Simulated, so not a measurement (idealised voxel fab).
The document below concerns the process module designated voxel spacer lines.
The cross-section on display is named cut; it measures 300 nm wide, and its cells are 5 nm squares.
Format of a cross-section: grid, square cells. Given as bands. Order: top down. Band: one or more rows of cells.
The entry gives the band's vertical extent as a top height and a bottom height in nm, then its horizontal make-up as materials from left to right, each with a width in nm. "air" stands for empty space; a single material marked "everywhere" fills the band edge to edge.
Heights from 0 (as-received wafer is one material below). Bottom band endless downward, as "top 0, no bottom".
So if you see something like "30->40" for the width, read it as the top row of the band sitting at the first number and the bottom row at the second, with every row in between moving by the same amount as the last.
For the purposes of this document, the phrase "remained the same" attached to a step denotes that no cell within the cross-section was modified by that step.
If an empty space has no open way to the top and is at least 8 cells in size, "Enclosed void entries" lists it, written width x height at distance, where distance is measured from the left edge and every value is in nm.
It should be noted that, on the line of a given step, the content following the step's settings is a remark produced by the simulator itself with respect to that step.
overlay nm: how far to the right of its planned place the mask lay on this masked step (negative: to the left).
**So here's the lineup of process steps we planned**
1. op RECEIVE | material Si
2. op CONFORMAL_DEP | material Al2O3 | thk nm 10
3. op DIRECTIONAL_DEP | material TiN | thk nm 15
4. op DIRECTIONAL_DEP | material aC | thk nm 30
5. op PATTERN | tone cover | mask id MANDREL | material resist | width nm 20 | pitch nm 60 | thk nm 35 | overlay nm 0
6. op DIRECTIONAL_ETCH | etch materials aC | depth nm 30
7. op STRIP | etch materials resist
8. op CONFORMAL_DEP | material SiO2 | thk nm 5
9. op DIRECTIONAL_ETCH | etch materials SiO2 | depth nm 10
10. op STRIP | etch materials aC
11. op DIRECTIONAL_ETCH | etch materials TiN | depth nm 15
12. op STRIP | etch materials SiO2
What sets these wafers apart? The thk nm at step 8. They all start alike, and the plan carries the first wafer's value.
**Sectional view: first of several wafers, as received, after step 1**
> top 0, no bottom  Si everywhere
> Enclosed void entries: none
**First wafer of several, cross-section, module end, after step 12 (last)**
> top 25, bottom 10  air 75, TiN 5, air 20, TiN 5, air 30, TiN 5, air 20, TiN 5, air 30, TiN 5, air 20, TiN 5, air 75
> top 10, bottom 0  Al2O3 everywhere
> top 0, no bottom  Si everywhere
> Enclosed void entries: none
**Cross-section of the final wafer among several, taken at the end of the module**
> top 55, bottom 25  air 80, aC 20, air 40, aC 20, air 40, aC 20, air 80
> top 25, bottom 10  TiN everywhere
> top 10, bottom 0  Al2O3 everywhere
> top 0, no bottom  Si everywhere
> Enclosed void entries: none
**wafer rows; end of module; cells per material since receipt: (+) gained, (-) lost; then closed voids**
thk nm 5, +120 Al2O3, +18 TiN, Enclosed void entries: none
thk nm 10, +120 Al2O3, +36 TiN, Enclosed void entries: none
thk nm 15, +120 Al2O3, +180 TiN, +72 aC, Enclosed void entries: none
thk nm 20, +120 Al2O3, +180 TiN, +72 aC, Enclosed void entries: none
thk nm 25, +120 Al2O3, +180 TiN, +72 aC, Enclosed void entries: none
